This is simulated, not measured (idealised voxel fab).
process module | voxel transistor to metal
cross-section cut | 285 nm wide | cells 5 nm
A cross-section is a grid of square cells, given in bands from the top down. A band is one or more rows of cells.
Each band's line starts with the height of the band's top and of its bottom, in nm. Then come its materials from left to right, each with its width in nm. One material with "throughout" fills the band from edge to edge. "air" is empty space.
Height 0 is the level under which the wafer as received is all one material. The lowest band goes on downwards, as in "0 down".
A width such as "30 to 40" changes by the same amount from each row of cells to the next, from the band's top row to its bottom row.
"no change" after a step means that no cell of the cross-section changed.
closed voids: empty space of 8 cells or more with no open way to the top, each as width x height at its distance from the left edge, in nm
after a step's settings: what the simulator itself notes on the step
overlay nm, on a step with a mask: how far to the right of its planned place the mask lay; to the left if negative
plan
1 op RECEIVE | material Si
2 op CONFORMAL_DEP | material SiO2 | thk nm 5
3 op CONFORMAL_DEP | material SiN | thk nm 10
4 op DIRECTIONAL_DEP | material aC | thk nm 10
5 op PATTERN | tone cover | mask id ACTIVE | material resist | width nm 90 | pitch nm 115 | thk nm 25 | overlay nm 0
6 op DIRECTIONAL_ETCH | etch materials aC | depth nm 10
7 op STRIP | etch materials resist
8 op DIRECTIONAL_ETCH | etch materials SiN | depth nm 10
9 op DIRECTIONAL_ETCH | etch materials SiO2 | depth nm 5
10 op DIRECTIONAL_ETCH | etch materials Si | depth nm 25
11 op STRIP | etch materials aC
12 op FILL_DEP | material SiO2 | thk nm 10
13 op CMP | height nm 15
14 op SELECTIVE_ETCH | etch materials SiO2 | depth nm 10
15 op STRIP | etch materials SiN
16 op SELECTIVE_ETCH | etch materials SiO2 | depth nm 5
17 op OXIDIZE | depth nm 5
18 op DIRECTIONAL_DEP | material polySi | thk nm 30
19 op DIRECTIONAL_DEP | material SiCN | thk nm 15
20 op PATTERN | tone cover | mask id GATE | material resist | width nm 20 | pitch nm 115 | thk nm 20 | overlay nm 0
21 op DIRECTIONAL_ETCH | etch materials SiCN | depth nm 25
22 op DIRECTIONAL_ETCH | etch materials polySi | depth nm 40
23 op STRIP | etch materials resist
24 op CONFORMAL_DEP | material SiO2 | thk nm 5
25 op DIRECTIONAL_ETCH | etch materials SiO2 | depth nm 5
26 op CONFORMAL_DEP | material SiN | thk nm 5
27 op DIRECTIONAL_ETCH | etch materials SiN | depth nm 5
28 op DIRECTIONAL_ETCH | etch materials SiO2 | depth nm 5
29 op DIRECTIONAL_ETCH | etch materials Si | depth nm 10
30 op EPI | material SiGe | thk nm 15
31 op FILL_DEP | material SiO2 | thk nm 5
32 op CMP | height nm 45
33 op DIRECTIONAL_DEP | material SiO2 | thk nm 15
34 op PATTERN | tone open | mask id CONTACT | material resist | width nm 15 | thk nm 20 | overlay nm 0
35 op DIRECTIONAL_ETCH | etch materials SiO2 | depth nm 60
36 op STRIP | etch materials resist
37 op CONFORMAL_DEP | material TiN | thk nm 5
38 op FILL_DEP | material Ru | thk nm 10
39 op CMP | height nm 60
40 op CONFORMAL_DEP | material SiCN | thk nm 5
41 op DIRECTIONAL_DEP | material lowk | thk nm 15
42 op PATTERN | tone open | mask id METAL_1 | material resist | width nm 15 | thk nm 15 | overlay nm 0
43 op DIRECTIONAL_ETCH | etch materials lowk | depth nm 15
44 op DIRECTIONAL_ETCH | etch materials SiCN | depth nm 5
45 op STRIP | etch materials resist
46 op CONFORMAL_DEP | material TiN | thk nm 5
47 op FILL_DEP | material W | thk nm 5
48 op CMP | height nm 80
49 op CONFORMAL_DEP | material SiCN | thk nm 5
50 op DIRECTIONAL_DEP | material lowk | thk nm 30
51 op DIRECTIONAL_DEP | material aC | thk nm 15
52 op PATTERN | tone open | mask id METAL_2 | material resist | width nm 15 | pitch nm 115 | thk nm 30 | overlay nm 0
53 op DIRECTIONAL_ETCH | etch materials aC | depth nm 15
54 op STRIP | etch materials resist
55 op DIRECTIONAL_ETCH | etch materials lowk | depth nm 20
56 op STRIP | etch materials aC
57 op PATTERN | tone open | mask id METAL_2_HOLES | material resist | width nm 15 | pitch nm 115 | thk nm 20 | overlay nm 0
58 op DIRECTIONAL_ETCH | etch materials lowk | depth nm 10
59 op DIRECTIONAL_ETCH | etch materials SiCN | depth nm 5
60 op STRIP | etch materials resist
61 op CONFORMAL_DEP | material TiN | thk nm 5
62 op FILL_DEP | material Cu | thk nm 5
63 op CMP | height nm 115
64 op CONFORMAL_DEP | material SiN | thk nm 5
as received, after step 1
  0 down: Si throughout
  closed voids: none
a wafer at the end: this start, this plan, one mistake
  120 to 115: SiN throughout
  115 to 85: lowk 45 | TiN 5 | Cu 5 | TiN 5 | lowk 100 | TiN 5 | Cu 5 | TiN 5 | lowk 110
  85 to 80: SiCN 45 | TiN 15 | SiCN 100 | TiN 15 | SiCN 110
  80 to 65: lowk 45 | TiN 5 | W 5 | TiN 5 | lowk 50 | TiN 5 | W 5 | TiN 5 | lowk 35 | TiN 5 | W 5 | TiN 5 | lowk 50 | TiN 5 | W 5 | TiN 5 | lowk 45
  65 to 60: SiCN 45 | TiN 15 | SiCN 50 | TiN 15 | SiCN 35 | TiN 15 | SiCN 50 | TiN 15 | SiCN 45
  60 to 45: SiO2 45 | TiN 5 | Ru 5 | TiN 5 | SiO2 50 | TiN 5 | Ru 5 | TiN 5 | SiO2 35 | TiN 5 | Ru 5 | TiN 5 | SiO2 50 | TiN 5 | Ru 5 | TiN 5 | SiO2 45
  45 to 30: SiO2 45 | TiN 5 | Ru 5 | TiN 5 | SiO2 5 | SiN 5 | SiO2 5 | SiCN 20 | SiO2 5 | SiN 5 | SiO2 5 | TiN 5 | Ru 5 | TiN 5 | SiO2 35 | TiN 5 | Ru 5 | TiN 5 | SiO2 5 | SiN 5 | SiO2 5 | SiCN 20 | SiO2 5 | SiN 5 | SiO2 5 | TiN 5 | Ru 5 | TiN 5 | SiO2 45
  30 to 15: SiO2 45 | TiN 5 | Ru 5 | TiN 5 | SiO2 5 | SiN 5 | SiO2 5 | polySi 20 | SiO2 5 | SiN 5 | SiO2 5 | TiN 5 | Ru 5 | TiN 5 | SiO2 35 | TiN 5 | Ru 5 | TiN 5 | SiO2 5 | SiN 5 | SiO2 5 | polySi 20 | SiO2 5 | SiN 5 | SiO2 5 | TiN 5 | Ru 5 | TiN 5 | SiO2 45
  15 to 10: SiO2 45 | TiN 15 | SiO2 5 | SiN 5 | SiO2 5 | polySi 20 | SiO2 5 | SiN 5 | SiO2 5 | TiN 15 | SiO2 35 | TiN 15 | SiO2 5 | SiN 5 | SiO2 5 | polySi 20 | SiO2 5 | SiN 5 | SiO2 5 | TiN 15 | SiO2 45
  10 to 0: SiO2 45 | TiN 5 | SiGe 15 | SiN 5 | SiO2 5 | polySi 20 | SiO2 5 | SiN 5 | SiGe 15 | TiN 5 | SiO2 35 | TiN 5 | SiGe 15 | SiN 5 | SiO2 5 | polySi 20 | SiO2 5 | SiN 5 | SiGe 15 | TiN 5 | SiO2 45
  0 to -5: SiO2 30 | SiGe 35 | SiO2 40 | SiGe 35 | SiO2 5 | SiGe 35 | SiO2 40 | SiGe 35 | SiO2 30
  -5 to -15: SiO2 35 | SiGe 30 | Si 40 | SiGe 30 | SiO2 15 | SiGe 30 | Si 40 | SiGe 30 | SiO2 35
  -15 to -25: SiO2 35 | Si 100 | SiO2 15 | Si 100 | SiO2 35
  -25 down: Si throughout
  closed voids: none
what went wrong: step 5 ran as: op PATTERN | tone cover | mask id ACTIVE | material resist | width nm 100 | pitch nm 115 | thk nm 25 | overlay nm 0
